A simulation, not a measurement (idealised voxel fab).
The following is a process module called voxel capacitor over wiring.
Cross-section cut spans 275 nm and uses square cells 5 nm in size.
A cross-section is written here as square cells arranged in a grid, and it is given in bands from the top down, each band taking up one or more rows of cells.
Basically the band line says how high the top is and how high the bottom is, in nm, and then what's in it from left to right, every material with its width in nm. Empty space shows up as "air", and if a single material carries "throughout" it runs the full band edge to edge.
Basically, 0 is our baseline, since under it the wafer straight out of the box is all one material. The bottom band has no lower end and keeps on going down, so it looks like "0 and below".
Width spec "30 to 40" -> top row of cells at first value, bottom row at second value, equal per-row change in between.
"no change occurred" (step): cross-section cells unchanged, all of them.
In the "Tabulated closed voids" entry, you get each enclosed empty space of 8 cells or more, one with no open way to the top, written width x height at distance, distance from the left edge, in nm.
It should be noted that, on the line of a given step, the content following the step's settings is a remark produced by the simulator itself with respect to that step.
"overlay nm" on a masked step: distance the mask lay right of its planned place, negative for left.

Intended process steps:
1: RECEIVE with material Si
2: CONFORMAL_DEP with material SiO2, thk nm 10
3: DIRECTIONAL_DEP with material TiN, thk nm 5
4: DIRECTIONAL_DEP with material Ru, thk nm 20
5: PATTERN with tone cover, mask id METAL_1, material resist, width nm 20, pitch nm 75, thk nm 20, overlay nm 0
6: DIRECTIONAL_ETCH with etch materials Ru, depth nm 20
7: DIRECTIONAL_ETCH with etch materials TiN, depth nm 5
8: STRIP with etch materials resist
9: CONFORMAL_DEP with material SiN, thk nm 5
10: FILL_DEP with material SiO2, thk nm 5
11: CMP with height nm 35
12: CONFORMAL_DEP with material SiCN, thk nm 5
13: DIRECTIONAL_DEP with material SiO2, thk nm 15
14: DIRECTIONAL_DEP with material aC, thk nm 15
15: PATTERN with tone open, mask id PLUG_1, material resist, width nm 15, thk nm 30, overlay nm 0
16: DIRECTIONAL_ETCH with etch materials aC, depth nm 15
17: STRIP with etch materials resist
18: DIRECTIONAL_ETCH with etch materials SiO2, depth nm 15
19: DIRECTIONAL_ETCH with etch materials SiCN, depth nm 5
20: STRIP with etch materials aC
21: CONFORMAL_DEP with material TiN, thk nm 5
22: FILL_DEP with material Ru, thk nm 5
23: CMP with height nm 55
24: DIRECTIONAL_DEP with material TiN, thk nm 5
25: DIRECTIONAL_DEP with material Al2O3, thk nm 5
26: DIRECTIONAL_DEP with material TiN, thk nm 5
27: MASKED_ETCH with tone cover, mask id UPPER_PLATE, width nm 60, etch materials TiN, depth nm 5, overlay nm 0
28: MASKED_ETCH with tone cover, mask id UPPER_PLATE, width nm 60, etch materials Al2O3, depth nm 5, overlay nm 0
29: PATTERN with tone cover, mask id LOWER_PLATE, material resist, width nm 70, thk nm 15, overlay nm 0
30: DIRECTIONAL_ETCH with etch materials TiN, depth nm 5
31: STRIP with etch materials resist
32: FILL_DEP with material SiO2, thk nm 15
33: CMP with height nm 80
34: PATTERN with tone open, mask id PLUG_2, material resist, width nm 15, thk nm 20, overlay nm 0
35: DIRECTIONAL_ETCH with etch materials SiO2, depth nm 10
36: STRIP with etch materials resist
37: CONFORMAL_DEP with material TiN, thk nm 5
38: FILL_DEP with material Ru, thk nm 5
39: CMP with height nm 80
40: CONFORMAL_DEP with material SiCN, thk nm 5
The wafers in this document start out alike and differ in the width nm applied at step 15; the plan shows the value used for the first wafer.

Step 1 complete: as-received cross-section of the first of several wafers:
    0 and below = Si throughout
    Tabulated closed voids: none

Cross-sectional representation of the first of several wafers at the end of the module, i.e. after its terminal step, step 40:
    85 down to 80 = SiCN throughout
    80 down to 75 = SiO2 105 nm / TiN 5 nm / Ru 5 nm / TiN 5 nm / SiO2 155 nm
    75 down to 65 = SiO2 105 to 95 nm / TiN 15 to 60 nm / SiO2 155 to 120 nm
    65 down to 60 = SiO2 95 nm / Al2O3 60 nm / SiO2 120 nm
    60 down to 55 = SiO2 90 nm / TiN 70 nm / SiO2 115 nm
    55 down to 40 = SiO2 95 nm / TiN 5 nm / Ru 5 nm / TiN 5 nm / SiO2 165 nm
    40 down to 35 = SiCN 95 nm / TiN 15 nm / SiCN 165 nm
    35 down to 15 = SiO2 85 nm / SiN 5 nm / Ru 20 nm / SiN 5 nm / SiO2 45 nm / SiN 5 nm / Ru 20 nm / SiN 5 nm / SiO2 85 nm
    15 down to 10 = SiN 90 nm / TiN 20 nm / SiN 55 nm / TiN 20 nm / SiN 90 nm
    10 down to 0 = SiO2 throughout
    0 and below = Si throughout
    Tabulated closed voids: none

Cross-sectional view of the final wafer of several at the module's end:
    85 down to 80 = SiCN throughout
    80 down to 75 = SiO2 105 nm / TiN 5 nm / Ru 5 nm / TiN 5 nm / SiO2 155 nm
    75 down to 65 = SiO2 105 to 95 nm / TiN 15 to 60 nm / SiO2 155 to 120 nm
    65 down to 60 = SiO2 95 nm / Al2O3 60 nm / SiO2 120 nm
    60 down to 55 = SiO2 90 nm / TiN 70 nm / SiO2 115 nm
    55 down to 40 = SiO2 90 nm / TiN 5 nm / Ru 20 nm / TiN 5 nm / SiO2 155 nm
    40 down to 35 = SiCN 90 nm / TiN 30 nm / SiCN 155 nm
    35 down to 15 = SiO2 85 nm / SiN 5 nm / Ru 20 nm / SiN 5 nm / SiO2 45 nm / SiN 5 nm / Ru 20 nm / SiN 5 nm / SiO2 85 nm
    15 down to 10 = SiN 90 nm / TiN 20 nm / SiN 55 nm / TiN 20 nm / SiN 90 nm
    10 down to 0 = SiO2 throughout
    0 and below = Si throughout
    Tabulated closed voids: none

The table below has one row for each wafer; a row shows, as of the end of the module, how many cells of each material the wafer has gained, marked (+), or lost, marked (-), since it was received, and then the wafer's closed voids:
width nm 15; +12 Al2O3; +36 Ru; +107 SiCN; +63 SiN; +669 SiO2; +48 TiN; Tabulated closed voids: none
width nm 20; +12 Al2O3; +39 Ru; +106 SiCN; +63 SiN; +666 SiO2; +49 TiN; Tabulated closed voids: none
width nm 25; +12 Al2O3; +42 Ru; +105 SiCN; +63 SiN; +663 SiO2; +50 TiN; Tabulated closed voids: none
width nm 30; +12 Al2O3; +45 Ru; +104 SiCN; +63 SiN; +660 SiO2; +51 TiN; Tabulated closed voids: none
